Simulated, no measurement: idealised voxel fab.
Title: Process Module voxel capacitor over wiring
Xsec cut, 220 nm wide, square cell size 5 nm.
In this document a cross-section is written as a grid of square cells. It is given as a series of bands, listed from the top down, and a band is one or more rows of cells.
Each band's line starts with the height of the band's top and of its bottom, in nm. Then come its materials from left to right, each with its width in nm. One material with "throughout" fills the band from edge to edge. "air" is empty space.
Zero point of the height axis is 0; under it, received wafer = one material. Lowest band: continues down indefinitely, "0..down".
When a width is written as two numbers, as in "30..40", the first number is the width in the top row of cells of the band and the second is the width in its bottom row, and the width changes by the same amount from each row to the next.
What does "no modifications" mean for a step? It means no cell of the cross-section changed in that step.
The list in "Closed void inventory" covers empty spaces of 8 cells or more that cannot reach the top through any open way, and it gives each as width x height at distance; the distance is from the left edge, and width, height and distance are in nm.
Text after the settings on a step's line: the simulator's own remark on that step.
A step's line can hold "overlay nm"; with a mask on that step, the setting says how far right of the planned place the mask lay, while a negative setting says it lay to the left.
[Steps in the process plan]
step 1: RECEIVE | material Si
step 2: CONFORMAL_DEP | material SiO2 | thk nm 10
step 3: CONFORMAL_DEP | material SiCN | thk nm 5
step 4: DIRECTIONAL_DEP | material SiO2 | thk nm 25
step 5: MASKED_ETCH | tone open | mask id METAL_1 | width nm 30 | pitch nm 85 | etch materials SiO2 | depth nm 25 | overlay nm 0
step 6: MASKED_ETCH | tone open | mask id METAL_1 | width nm 30 | pitch nm 85 | etch materials SiCN | depth nm 5 | overlay nm 0
step 7: CONFORMAL_DEP | material TiN | thk nm 5
step 8: FILL_DEP | material Ru | thk nm 10
step 9: CMP | height nm 40
step 10: CONFORMAL_DEP | material SiCN | thk nm 5
step 11: DIRECTIONAL_DEP | material SiO2 | thk nm 15
step 12: DIRECTIONAL_DEP | material aC | thk nm 10
step 13: PATTERN | tone open | mask id PLUG_1 | material resist | width nm 15 | thk nm 30 | overlay nm 0
step 14: DIRECTIONAL_ETCH | etch materials aC | depth nm 10
step 15: STRIP | etch materials resist
step 16: DIRECTIONAL_ETCH | etch materials SiO2 | depth nm 15
step 17: DIRECTIONAL_ETCH | etch materials SiCN | depth nm 5
step 18: STRIP | etch materials aC
step 19: CONFORMAL_DEP | material TiN | thk nm 5
step 20: FILL_DEP | material Ru | thk nm 10
step 21: CMP | height nm 60
step 22: DIRECTIONAL_DEP | material TiN | thk nm 10
step 23: DIRECTIONAL_DEP | material HfO2 | thk nm 5
step 24: DIRECTIONAL_DEP | material TiN | thk nm 10
step 25: DIRECTIONAL_DEP | material aC | thk nm 10
step 26: PATTERN | tone cover | mask id UPPER_PLATE | material resist | width nm 60 | thk nm 25 | overlay nm 0
step 27: DIRECTIONAL_ETCH | etch materials aC | depth nm 10
step 28: STRIP | etch materials resist
step 29: DIRECTIONAL_ETCH | etch materials TiN | depth nm 10
step 30: DIRECTIONAL_ETCH | etch materials HfO2 | depth nm 5
step 31: STRIP | etch materials aC
step 32: DIRECTIONAL_DEP | material aC | thk nm 15
step 33: PATTERN | tone cover | mask id LOWER_PLATE | material resist | width nm 70 | thk nm 30 | overlay nm 0
step 34: DIRECTIONAL_ETCH | etch materials aC | depth nm 15
step 35: STRIP | etch materials resist
step 36: DIRECTIONAL_ETCH | etch materials TiN | depth nm 10
step 37: STRIP | etch materials aC
step 38: FILL_DEP | material SiO2 | thk nm 15
step 39: CMP | height nm 95
step 40: MASKED_ETCH | tone open | mask id PLUG_2 | width nm 15 | etch materials SiO2 | depth nm 10 | overlay nm 0
step 41: CONFORMAL_DEP | material TiN | thk nm 5
step 42: FILL_DEP | material W | thk nm 10
step 43: CMP | height nm 95
step 44: CONFORMAL_DEP | material SiN | thk nm 5
[Wafer as received: cross-section following step 1]
	0..down: Si throughout
	Closed void inventory: none
[Post-module cross-section of the first of two wafers (run per plan)]
	100..95: SiN throughout
	95..90: SiO2=75, TiN=5, W=5, TiN=5, SiO2=130
	90..85: SiO2=75, TiN=15, SiO2=130
	85..75: SiO2=65, TiN=60, SiO2=95
	75..70: SiO2=65, HfO2=60, SiO2=95
	70..60: SiO2=60, TiN=70, SiO2=90
	60..45: SiO2=65, TiN=5, Ru=5, TiN=5, SiO2=140
	45..40: SiCN=65, TiN=15, SiCN=140
	40..15: SiO2=50, TiN=5, Ru=20, TiN=5, SiO2=55, TiN=5, Ru=20, TiN=5, SiO2=55
	15..10: SiCN=50, TiN=30, SiCN=55, TiN=30, SiCN=55
	10..0: SiO2 throughout
	0..down: Si throughout
	Closed void inventory: none
[Now the second wafer, cross-sectioned at the end of the module. Nothing different at the start, nothing different in the plan compared with the first, just one mistake when it was actually run]
	100..95: SiN throughout
	95..90: SiO2=75, TiN=5, W=5, TiN=5, SiO2=130
	90..85: SiO2=75, TiN=15, SiO2=130
	85..75: SiO2=60, TiN=5, SiO2=60, TiN=5, SiO2=90
	75..70: HfO2=65, SiO2=60, HfO2=95
	70..60: TiN throughout
	60..45: SiO2=65, TiN=5, Ru=5, TiN=5, SiO2=140
	45..40: SiCN=65, TiN=15, SiCN=140
	40..15: SiO2=50, TiN=5, Ru=20, TiN=5, SiO2=55, TiN=5, Ru=20, TiN=5, SiO2=55
	15..10: SiCN=50, TiN=30, SiCN=55, TiN=30, SiCN=55
	10..0: SiO2 throughout
	0..down: Si throughout
	Closed void inventory: none
So what did we get wrong on this run? step 26 deviated from plan and actually ran as PATTERN | tone open | mask id UPPER_PLATE | material resist | width nm 60 | thk nm 25 | overlay nm 0
The second wafer ends with more or fewer cells of some materials than the first, per final count: +20 HfO2; -60 SiO2; +40 TiN
